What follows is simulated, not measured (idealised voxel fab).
process module | voxel plated lines
cross-section cut | 140 nm wide | cells 5 nm
A cross-section is a grid of square cells, given in bands from the top down. A band is one or more rows of cells.
Each band's line starts with the height of the band's top and of its bottom, in nm. Then come its materials from left to right, each with its width in nm. One material with "throughout" fills the band from edge to edge. "air" is empty space.
Height 0 is the level under which the wafer as received is all one material. The lowest band goes on downwards, as in "0 down".
A width such as "30 to 40" changes by the same amount from each row of cells to the next, from the band's top row to its bottom row.
"no change" after a step means that no cell of the cross-section changed.
closed voids: empty space of 8 cells or more with no open way to the top, each as width x height at its distance from the left edge, in nm
after a step's settings: what the simulator itself notes on the step
overlay nm, on a step with a mask: how far to the right of its planned place the mask lay; to the left if negative
Each pair below shows a cross-section before one step and the cross-section after it, down to the lowest band that changed. The line under each pair gives the step between them, with its settings. The pairs can come from different runs of this module on the same starting wafer, so a pair continues from the pair above only where its "before" says so.
before
  0 down: Si throughout
  closed voids: none
after
  5 to 0: Al2O3 throughout
  below 0: unchanged
  closed voids: none
the step between: op CONFORMAL_DEP | material Al2O3 | thk nm 5
before: the cross-section after the pair above
after
  10 to 5: TiN throughout
  below 5: unchanged
  closed voids: none
the step between: op DIRECTIONAL_DEP | material TiN | thk nm 5
before: the cross-section after the pair above
after
  25 to 10: resist 25 | air 20 | resist 15 | air 20 | resist 15 | air 20 | resist 25
  below 10: unchanged
  closed voids: none
the step between: op PATTERN | tone open | mask id LINES | material resist | width nm 20 | pitch nm 35 | thk nm 15 | overlay nm 0
before: the cross-section after the pair above
after
  25 to 15: resist 25 | air 20 | resist 15 | air 20 | resist 15 | air 20 | resist 25
  15 to 10: resist 25 | Ru 20 | resist 15 | Ru 20 | resist 15 | Ru 20 | resist 25
  below 10: unchanged
  closed voids: none
the step between: op EPI | material Ru | thk nm 5
before: the cross-section after the pair above
after
  15 to 10: air 25 | Ru 20 | air 15 | Ru 20 | air 15 | Ru 20 | air 25
  below 10: unchanged
  closed voids: none
the step between: op STRIP | etch materials resist
before: the cross-section after the pair above
after
  15 to 10: air 25 | Ru 20 | air 15 | Ru 20 | air 15 | Ru 20 | air 25
  10 to 5: air 25 | TiN 20 | air 15 | TiN 20 | air 15 | TiN 20 | air 25
  below 5: unchanged
  closed voids: none
the step between: op DIRECTIONAL_ETCH | etch materials TiN | depth nm 5
before: the cross-section after the pair above
after
  25 to 15: air 15 | SiCN 110 | air 15
  15 to 10: SiCN 25 | Ru 20 | SiCN 15 | Ru 20 | SiCN 15 | Ru 20 | SiCN 25
  10 to 5: SiCN 25 | TiN 20 | SiCN 15 | TiN 20 | SiCN 15 | TiN 20 | SiCN 25
  below 5: unchanged
  closed voids: none
the step between: op CONFORMAL_DEP | material SiCN | thk nm 10
before
  0 down: Si throughout
  closed voids: none
after
  5 to 0: TiN throughout
  below 0: unchanged
  closed voids: none
the step between: op DIRECTIONAL_DEP | material TiN | thk nm 5
before: the cross-section after the pair above
after
  10 to 5: Al2O3 throughout
  below 5: unchanged
  closed voids: none
the step between: op CONFORMAL_DEP | material Al2O3 | thk nm 5
before: the cross-section after the pair above
after
  25 to 10: resist 25 | air 20 | resist 15 | air 20 | resist 15 | air 20 | resist 25
  below 10: unchanged
  closed voids: none
the step between: op PATTERN | tone open | mask id LINES | material resist | width nm 20 | pitch nm 35 | thk nm 15 | overlay nm 0
before: the cross-section after the pair above
after
  10 to 5: Al2O3 throughout
  below 5: unchanged
  closed voids: none
the step between: op STRIP | etch materials resist
before: the cross-section after the pair above
after
  20 to 10: SiCN throughout
  below 10: unchanged
  closed voids: none
the step between: op CONFORMAL_DEP | material SiCN | thk nm 10
before
  0 down: Si throughout
  closed voids: none
after
  15 to 0: Al2O3 throughout
  below 0: unchanged
  closed voids: none
the step between: op CONFORMAL_DEP | material Al2O3 | thk nm 15
before: the cross-section after the pair above
after
  20 to 15: TiN throughout
  below 15: unchanged
  closed voids: none
the step between: op DIRECTIONAL_DEP | material TiN | thk nm 5
before: the cross-section after the pair above
after
  35 to 20: resist 25 | air 20 | resist 15 | air 20 | resist 15 | air 20 | resist 25
  below 20: unchanged
  closed voids: none
the step between: op PATTERN | tone open | mask id LINES | material resist | width nm 20 | pitch nm 35 | thk nm 15 | overlay nm 0
before: the cross-section after the pair above
after
  35 to 25: resist 25 | air 20 | resist 15 | air 20 | resist 15 | air 20 | resist 25
  25 to 20: resist 25 | Ru 20 | resist 15 | Ru 20 | resist 15 | Ru 20 | resist 25
  below 20: unchanged
  closed voids: none
the step between: op EPI | material Ru | thk nm 5
before: the cross-section after the pair above
after
  25 to 20: air 25 | Ru 20 | air 15 | Ru 20 | air 15 | Ru 20 | air 25
  below 20: unchanged
  closed voids: none
the step between: op STRIP | etch materials resist
before: the cross-section after the pair above
after
  25 to 20: air 25 | Ru 20 | air 15 | Ru 20 | air 15 | Ru 20 | air 25
  20 to 15: air 25 | TiN 20 | air 15 | TiN 20 | air 15 | TiN 20 | air 25
  below 15: unchanged
  closed voids: none
the step between: op DIRECTIONAL_ETCH | etch materials TiN | depth nm 5
before: the cross-section after the pair above
after
  35 to 25: air 15 | SiCN 110 | air 15
  25 to 20: SiCN 25 | Ru 20 | SiCN 15 | Ru 20 | SiCN 15 | Ru 20 | SiCN 25
  20 to 15: SiCN 25 | TiN 20 | SiCN 15 | TiN 20 | SiCN 15 | TiN 20 | SiCN 25
  below 15: unchanged
  closed voids: none
the step between: op CONFORMAL_DEP | material SiCN | thk nm 10
before
  10 to 5: TiN throughout
  5 to 0: Al2O3 throughout
  0 down: Si throughout
  closed voids: none
after
  25 to 10: resist 30 | air 15 | resist 20 | air 15 | resist 20 | air 15 | resist 25
  below 10: unchanged
  closed voids: none
the step between: op PATTERN | tone open | mask id LINES | material resist | width nm 15 | pitch nm 35 | thk nm 15 | overlay nm 0
before: the cross-section after the pair above
after
  25 to 15: resist 30 | air 15 | resist 20 | air 15 | resist 20 | air 15 | resist 25
  15 to 10: resist 30 | Ru 15 | resist 20 | Ru 15 | resist 20 | Ru 15 | resist 25
  below 10: unchanged
  closed voids: none
the step between: op EPI | material Ru | thk nm 5
before: the cross-section after the pair above
after
  15 to 10: air 30 | Ru 15 | air 20 | Ru 15 | air 20 | Ru 15 | air 25
  below 10: unchanged
  closed voids: none
the step between: op STRIP | etch materials resist
before: the cross-section after the pair above
after
  15 to 10: air 30 | Ru 15 | air 20 | Ru 15 | air 20 | Ru 15 | air 25
  10 to 5: air 30 | TiN 15 | air 20 | TiN 15 | air 20 | TiN 15 | air 25
  below 5: unchanged
  closed voids: none
the step between: op DIRECTIONAL_ETCH | etch materials TiN | depth nm 5
before: the cross-section after the pair above
after
  25 to 15: air 20 | SiCN 105 | air 15
  15 to 10: SiCN 30 | Ru 15 | SiCN 20 | Ru 15 | SiCN 20 | Ru 15 | SiCN 25
  10 to 5: SiCN 30 | TiN 15 | SiCN 20 | TiN 15 | SiCN 20 | TiN 15 | SiCN 25
  below 5: unchanged
  closed voids: none
the step between: op CONFORMAL_DEP | material SiCN | thk nm 10
before
  10 to 5: TiN throughout
  5 to 0: Al2O3 throughout
  0 down: Si throughout
  closed voids: none
after
  25 to 10: resist 20 | air 20 | resist 15 | air 20 | resist 15 | air 20 | resist 30
  below 10: unchanged
  closed voids: none
the step between: op PATTERN | tone open | mask id LINES | material resist | width nm 20 | pitch nm 35 | thk nm 15 | overlay nm -5
before: the cross-section after the pair above
after
  25 to 15: resist 20 | air 20 | resist 15 | air 20 | resist 15 | air 20 | resist 30
  15 to 10: resist 20 | Ru 20 | resist 15 | Ru 20 | resist 15 | Ru 20 | resist 30
  below 10: unchanged
  closed voids: none
the step between: op EPI | material Ru | thk nm 5
before: the cross-section after the pair above
after
  15 to 10: air 20 | Ru 20 | air 15 | Ru 20 | air 15 | Ru 20 | air 30
  below 10: unchanged
  closed voids: none
the step between: op STRIP | etch materials resist
before: the cross-section after the pair above
after
  15 to 10: air 20 | Ru 20 | air 15 | Ru 20 | air 15 | Ru 20 | air 30
  10 to 5: air 20 | TiN 20 | air 15 | TiN 20 | air 15 | TiN 20 | air 30
  below 5: unchanged
  closed voids: none
the step between: op DIRECTIONAL_ETCH | etch materials TiN | depth nm 5
before: the cross-section after the pair above
after
  25 to 15: air 10 | SiCN 110 | air 20
  15 to 10: SiCN 20 | Ru 20 | SiCN 15 | Ru 20 | SiCN 15 | Ru 20 | SiCN 30
  10 to 5: SiCN 20 | TiN 20 | SiCN 15 | TiN 20 | SiCN 15 | TiN 20 | SiCN 30
  below 5: unchanged
  closed voids: none
the step between: op CONFORMAL_DEP | material SiCN | thk nm 10
before
  15 to 10: air 25 | Ru 20 | air 15 | Ru 20 | air 15 | Ru 20 | air 25
  10 to 5: air 25 | TiN 20 | air 15 | TiN 20 | air 15 | TiN 20 | air 25
  5 to 0: Al2O3 throughout
  0 down: Si throughout
  closed voids: none
after
  25 to 15: air 15 | Ru 110 | air 15
  15 to 10: Ru throughout
  10 to 5: Ru 25 | TiN 20 | Ru 15 | TiN 20 | Ru 15 | TiN 20 | Ru 25
  below 5: unchanged
  closed voids: none
the step between: op CONFORMAL_DEP | material Ru | thk nm 10
before
  10 to 5: TiN throughout
  5 to 0: Al2O3 throughout
  0 down: Si throughout
  closed voids: none
after
  25 to 10: air 25 | resist 20 | air 15 | resist 20 | air 15 | resist 20 | air 25
  below 10: unchanged
  closed voids: none
the step between: op PATTERN | tone cover | mask id LINES | material resist | width nm 20 | pitch nm 35 | thk nm 15 | overlay nm 0
before: the cross-section after the pair above
after
  25 to 15: air 25 | resist 20 | air 15 | resist 20 | air 15 | resist 20 | air 25
  15 to 10: Ru 25 | resist 20 | Ru 15 | resist 20 | Ru 15 | resist 20 | Ru 25
  below 10: unchanged
  closed voids: none
the step between: op EPI | material Ru | thk nm 5
before: the cross-section after the pair above
after
  15 to 10: Ru 25 | air 20 | Ru 15 | air 20 | Ru 15 | air 20 | Ru 25
  below 10: unchanged
  closed voids: none
the step between: op STRIP | etch materials resist
before: the cross-section after the pair above
after
  15 to 10: Ru 25 | air 20 | Ru 15 | air 20 | Ru 15 | air 20 | Ru 25
  10 to 5: TiN 25 | air 20 | TiN 15 | air 20 | TiN 15 | air 20 | TiN 25
  below 5: unchanged
  closed voids: none
the step between: op DIRECTIONAL_ETCH | etch materials TiN | depth nm 5
before: the cross-section after the pair above
after
  25 to 15: SiCN throughout
  15 to 10: Ru 25 | SiCN 20 | Ru 15 | SiCN 20 | Ru 15 | SiCN 20 | Ru 25
  10 to 5: TiN 25 | SiCN 20 | TiN 15 | SiCN 20 | TiN 15 | SiCN 20 | TiN 25
  below 5: unchanged
  closed voids: none
the step between: op CONFORMAL_DEP | material SiCN | thk nm 10
